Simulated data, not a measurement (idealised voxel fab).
process module | voxel wiring stack
cross-section cut | 205 nm wide | cells 5 nm
A cross-section is a grid of square cells, given in bands from the top down. A band is one or more rows of cells.
Each band's line starts with the height of the band's top and of its bottom, in nm. Then come its materials from left to right, each with its width in nm. One material with "throughout" fills the band from edge to edge. "air" is empty space.
Height 0 is the level under which the wafer as received is all one material. The lowest band goes on downwards, as in "0 down".
A width such as "30 to 40" changes by the same amount from each row of cells to the next, from the band's top row to its bottom row.
"no change" after a step means that no cell of the cross-section changed.
closed voids: empty space of 8 cells or more with no open way to the top, each as width x height at its distance from the left edge, in nm
after a step's settings: what the simulator itself notes on the step
overlay nm, on a step with a mask: how far to the right of its planned place the mask lay; to the left if negative
plan
1 op RECEIVE | material Si
2 op CONFORMAL_DEP | material SiO2 | thk nm 5
3 op DIRECTIONAL_DEP | material TiN | thk nm 5
4 op DIRECTIONAL_DEP | material W | thk nm 20
5 op DIRECTIONAL_DEP | material aC | thk nm 15
6 op PATTERN | tone cover | mask id METAL_1 | material resist | width nm 30 | pitch nm 50 | thk nm 35 | overlay nm 0
7 op DIRECTIONAL_ETCH | etch materials aC | depth nm 15
8 op STRIP | etch materials resist
9 op DIRECTIONAL_ETCH | etch materials W | depth nm 20
10 op DIRECTIONAL_ETCH | etch materials TiN | depth nm 5
11 op STRIP | etch materials aC
12 op FILL_DEP | material lowk | thk nm 5
13 op CMP | height nm 35
14 op CONFORMAL_DEP | material SiCN | thk nm 5
15 op DIRECTIONAL_DEP | material lowk | thk nm 25
16 op MASKED_ETCH | tone open | mask id METAL_2_HOLES | width nm 15 | pitch nm 50 | etch materials lowk | depth nm 25 | overlay nm 0
17 op MASKED_ETCH | tone open | mask id METAL_2 | width nm 30 | pitch nm 50 | etch materials lowk | depth nm 15 | overlay nm 0
18 op MASKED_ETCH | tone open | mask id METAL_2 | width nm 30 | pitch nm 50 | etch materials SiCN | depth nm 5 | overlay nm 0
19 op CONFORMAL_DEP | material TiN | thk nm 5
20 op FILL_DEP | material Cu | thk nm 5
21 op CMP | height nm 65
22 op CONFORMAL_DEP | material SiN | thk nm 5
varied across the wafers: thk nm of step 2. The plan shows the first wafer's value. All wafers start alike
first wafer as received, after step 1
  0 down: Si throughout
  closed voids: none
each wafer at the end: cells of each material gained (+) or lost (-) since it was received, then its closed voids
thk nm 5 | +22 Cu | +35 SiCN | +41 SiN | +41 SiO2 | +44 TiN | +48 W | +343 lowk | closed voids: none
thk nm 10 | +22 Cu | +35 SiCN | +41 SiN | +82 SiO2 | +44 TiN | +48 W | +302 lowk | closed voids: none
thk nm 15 | +22 Cu | +35 SiCN | +41 SiN | +123 SiO2 | +44 TiN | +36 W | +273 lowk | closed voids: none
thk nm 20 | +22 Cu | +35 SiCN | +41 SiN | +164 SiO2 | +44 TiN | +24 W | +244 lowk | closed voids: none
thk nm 25 | +22 Cu | +35 SiCN | +41 SiN | +205 SiO2 | +44 TiN | +12 W | +215 lowk | closed voids: none
